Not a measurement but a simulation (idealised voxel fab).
process module | voxel capacitor over wiring
cross-section cut | 300 nm wide | cells 5 nm
A cross-section is a grid of square cells, given in bands from the top down. A band is one or more rows of cells.
Each band's line starts with the height of the band's top and of its bottom, in nm. Then come its materials from left to right, each with its width in nm. One material with "throughout" fills the band from edge to edge. "air" is empty space.
Height 0 is the level under which the wafer as received is all one material. The lowest band goes on downwards, as in "0 down".
A width such as "30 to 40" changes by the same amount from each row of cells to the next, from the band's top row to its bottom row.
"no change" after a step means that no cell of the cross-section changed.
closed voids: empty space of 8 cells or more with no open way to the top, each as width x height at its distance from the left edge, in nm
after a step's settings: what the simulator itself notes on the step
overlay nm, on a step with a mask: how far to the right of its planned place the mask lay; to the left if negative
plan
1 op RECEIVE | material Si
2 op CONFORMAL_DEP | material SiO2 | thk nm 15
3 op CONFORMAL_DEP | material SiN | thk nm 5
4 op DIRECTIONAL_DEP | material lowk | thk nm 20
5 op PATTERN | tone open | mask id METAL_1 | material resist | width nm 20 | pitch nm 90 | thk nm 20 | overlay nm 0
6 op DIRECTIONAL_ETCH | etch materials lowk | depth nm 20
7 op DIRECTIONAL_ETCH | etch materials SiN | depth nm 5
8 op STRIP | etch materials resist
9 op CONFORMAL_DEP | material TiN | thk nm 5
10 op FILL_DEP | material Cu | thk nm 5
11 op CMP | height nm 40
12 op CONFORMAL_DEP | material SiCN | thk nm 5
13 op DIRECTIONAL_DEP | material lowk | thk nm 20
14 op PATTERN | tone open | mask id PLUG_1 | material resist | width nm 15 | thk nm 20 | overlay nm 0
15 op DIRECTIONAL_ETCH | etch materials lowk | depth nm 20
16 op DIRECTIONAL_ETCH | etch materials SiCN | depth nm 5
17 op STRIP | etch materials resist
18 op CONFORMAL_DEP | material TiN | thk nm 5
19 op FILL_DEP | material Ru | thk nm 10
20 op CMP | height nm 65
21 op DIRECTIONAL_DEP | material TiN | thk nm 5
22 op DIRECTIONAL_DEP | material HfO2 | thk nm 5
23 op DIRECTIONAL_DEP | material TiN | thk nm 5
24 op DIRECTIONAL_DEP | material aC | thk nm 15
25 op PATTERN | tone cover | mask id UPPER_PLATE | material resist | width nm 75 | thk nm 35 | overlay nm 0
26 op DIRECTIONAL_ETCH | etch materials aC | depth nm 15
27 op STRIP | etch materials resist
28 op DIRECTIONAL_ETCH | etch materials TiN | depth nm 5
29 op DIRECTIONAL_ETCH | etch materials HfO2 | depth nm 5
30 op STRIP | etch materials aC
31 op MASKED_ETCH | tone cover | mask id LOWER_PLATE | width nm 85 | etch materials TiN | depth nm 5 | overlay nm 0
32 op FILL_DEP | material SiO2 | thk nm 15
33 op CMP | height nm 90
34 op MASKED_ETCH | tone open | mask id PLUG_2 | width nm 15 | etch materials SiO2 | depth nm 10 | overlay nm 0
35 op CONFORMAL_DEP | material TiN | thk nm 5
36 op FILL_DEP | material Cu | thk nm 10
37 op CMP | height nm 90
38 op CONFORMAL_DEP | material SiCN | thk nm 5
first wafer, as planned
as received, after step 1
  0 down: Si throughout
  closed voids: none
after step 2
  15 to 0: SiO2 throughout
  below 0: unchanged
after step 3
  20 to 15: SiN throughout
  below 15: unchanged
after step 4
  40 to 20: lowk throughout
  below 20: unchanged
after step 5
  60 to 40: resist 95 | air 20 | resist 70 | air 20 | resist 95
  below 40: unchanged
after step 6
  60 to 40: resist 95 | air 20 | resist 70 | air 20 | resist 95
  40 to 20: lowk 95 | air 20 | lowk 70 | air 20 | lowk 95
  below 20: unchanged
after step 7
  60 to 40: resist 95 | air 20 | resist 70 | air 20 | resist 95
  40 to 20: lowk 95 | air 20 | lowk 70 | air 20 | lowk 95
  20 to 15: SiN 95 | air 20 | SiN 70 | air 20 | SiN 95
  below 15: unchanged
after step 8
  40 to 20: lowk 95 | air 20 | lowk 70 | air 20 | lowk 95
  below 20: unchanged
after step 9
  45 to 40: TiN 100 | air 10 | TiN 80 | air 10 | TiN 100
  40 to 20: lowk 95 | TiN 5 | air 10 | TiN 5 | lowk 70 | TiN 5 | air 10 | TiN 5 | lowk 95
  20 to 15: SiN 95 | TiN 20 | SiN 70 | TiN 20 | SiN 95
  below 15: unchanged
after step 10
  50 to 45: Cu throughout
  45 to 40: TiN 100 | Cu 10 | TiN 80 | Cu 10 | TiN 100
  40 to 20: lowk 95 | TiN 5 | Cu 10 | TiN 5 | lowk 70 | TiN 5 | Cu 10 | TiN 5 | lowk 95
  below 20: unchanged
after step 11
  40 to 20: lowk 95 | TiN 5 | Cu 10 | TiN 5 | lowk 70 | TiN 5 | Cu 10 | TiN 5 | lowk 95
  below 20: unchanged
after step 12
  45 to 40: SiCN throughout
  below 40: unchanged
after step 13
  65 to 45: lowk throughout
  below 45: unchanged
after step 14
  85 to 65: resist 100 | air 15 | resist 185
  below 65: unchanged
after step 15
  85 to 65: resist 100 | air 15 | resist 185
  65 to 45: lowk 100 | air 15 | lowk 185
  below 45: unchanged
after step 16
  85 to 65: resist 100 | air 15 | resist 185
  65 to 45: lowk 100 | air 15 | lowk 185
  45 to 40: SiCN 100 | air 15 | SiCN 185
  below 40: unchanged
after step 17
  65 to 45: lowk 100 | air 15 | lowk 185
  below 45: unchanged
after step 18
  70 to 65: TiN 105 | air 5 | TiN 190
  65 to 45: lowk 100 | TiN 5 | air 5 | TiN 5 | lowk 185
  45 to 40: SiCN 100 | TiN 15 | SiCN 185
  below 40: unchanged
after step 19
  80 to 70: Ru throughout
  70 to 65: TiN 105 | Ru 5 | TiN 190
  65 to 45: lowk 100 | TiN 5 | Ru 5 | TiN 5 | lowk 185
  below 45: unchanged
after step 20
  65 to 45: lowk 100 | TiN 5 | Ru 5 | TiN 5 | lowk 185
  below 45: unchanged
after step 21
  70 to 65: TiN throughout
  below 65: unchanged
after step 22
  75 to 70: HfO2 throughout
  below 70: unchanged
after step 23
  80 to 75: TiN throughout
  below 75: unchanged
after step 24
  95 to 80: aC throughout
  below 80: unchanged
after step 25
  130 to 95: air 100 | resist 75 | air 125
  below 95: unchanged
after step 26
  115 to 95: air 100 | resist 75 | air 125
  95 to 80: air 100 | aC 75 | air 125
  below 80: unchanged
after step 27
  95 to 80: air 100 | aC 75 | air 125
  below 80: unchanged
after step 28
  95 to 80: air 100 | aC 75 | air 125
  80 to 75: air 100 | TiN 75 | air 125
  below 75: unchanged
after step 29
  95 to 80: air 100 | aC 75 | air 125
  80 to 75: air 100 | TiN 75 | air 125
  75 to 70: air 100 | HfO2 75 | air 125
  below 70: unchanged
after step 30
  80 to 75: air 100 | TiN 75 | air 125
  below 75: unchanged
after step 31
  80 to 75: air 100 | TiN 75 | air 125
  75 to 70: air 100 | HfO2 75 | air 125
  70 to 65: air 95 | TiN 85 | air 120
  below 65: unchanged
after step 32
  95 to 80: SiO2 throughout
  80 to 75: SiO2 100 | TiN 75 | SiO2 125
  75 to 70: SiO2 100 | HfO2 75 | SiO2 125
  70 to 65: SiO2 95 | TiN 85 | SiO2 120
  below 65: unchanged
after step 33
  90 to 80: SiO2 throughout
  below 80: unchanged
after step 34
  90 to 80: SiO2 110 | air 15 | SiO2 175
  below 80: unchanged
after step 35
  95 to 90: TiN 115 | air 5 | TiN 180
  90 to 85: SiO2 110 | TiN 5 | air 5 | TiN 5 | SiO2 175
  85 to 75: SiO2 110 to 100 | TiN 15 to 75 | SiO2 175 to 125
  below 75: unchanged
after step 36
  105 to 95: Cu throughout
  95 to 90: TiN 115 | Cu 5 | TiN 180
  90 to 85: SiO2 110 | TiN 5 | Cu 5 | TiN 5 | SiO2 175
  below 85: unchanged
after step 37
  90 to 85: SiO2 110 | TiN 5 | Cu 5 | TiN 5 | SiO2 175
  below 85: unchanged
after step 38
  95 to 90: SiCN throughout
  below 90: unchanged
second wafer: like start, like plan, one mistake. Through step 20 it matches the first wafer
when step 21 should have ended
  70 to 65: HfO2 throughout
  below 65: unchanged
when step 22 should have ended
  75 to 70: TiN throughout
  below 70: unchanged
when step 23 should have ended
  80 to 70: TiN throughout
  below 70: unchanged
when step 24 should have ended
  95 to 80: aC throughout
  below 80: unchanged
when step 25 should have ended
  130 to 95: air 100 | resist 75 | air 125
  below 95: unchanged
when step 26 should have ended
  115 to 95: air 100 | resist 75 | air 125
  95 to 80: air 100 | aC 75 | air 125
  below 80: unchanged
when step 27 should have ended
  95 to 80: air 100 | aC 75 | air 125
  below 80: unchanged
when step 28 should have ended
  95 to 80: air 100 | aC 75 | air 125
  80 to 75: air 100 | TiN 75 | air 125
  below 75: unchanged
when step 29 should have ended: no change
when step 30 should have ended
  80 to 75: air 100 | TiN 75 | air 125
  below 75: unchanged
when step 31 should have ended
  80 to 70: air 100 to 95 | TiN 75 to 85 | air 125 to 120
  below 70: unchanged
when step 32 should have ended
  95 to 80: SiO2 throughout
  80 to 70: SiO2 100 to 95 | TiN 75 to 85 | SiO2 125 to 120
  below 70: unchanged
when step 33 should have ended
  90 to 80: SiO2 throughout
  below 80: unchanged
when step 34 should have ended
  90 to 80: SiO2 110 | air 15 | SiO2 175
  below 80: unchanged
when step 35 should have ended
  95 to 90: TiN 115 | air 5 | TiN 180
  90 to 85: SiO2 110 | TiN 5 | air 5 | TiN 5 | SiO2 175
  85 to 75: SiO2 110 to 100 | TiN 15 to 75 | SiO2 175 to 125
  below 75: unchanged
when step 36 should have ended
  105 to 95: Cu throughout
  95 to 90: TiN 115 | Cu 5 | TiN 180
  90 to 85: SiO2 110 | TiN 5 | Cu 5 | TiN 5 | SiO2 175
  below 85: unchanged
when step 37 should have ended
  90 to 85: SiO2 110 | TiN 5 | Cu 5 | TiN 5 | SiO2 175
  below 85: unchanged
when step 38 should have ended
  95 to 90: SiCN throughout
  below 90: unchanged
what went wrong: steps 21 and 22 were swapped
at the end the second wafer has, in cells: 45 more of HfO2 | 45 fewer of SiO2
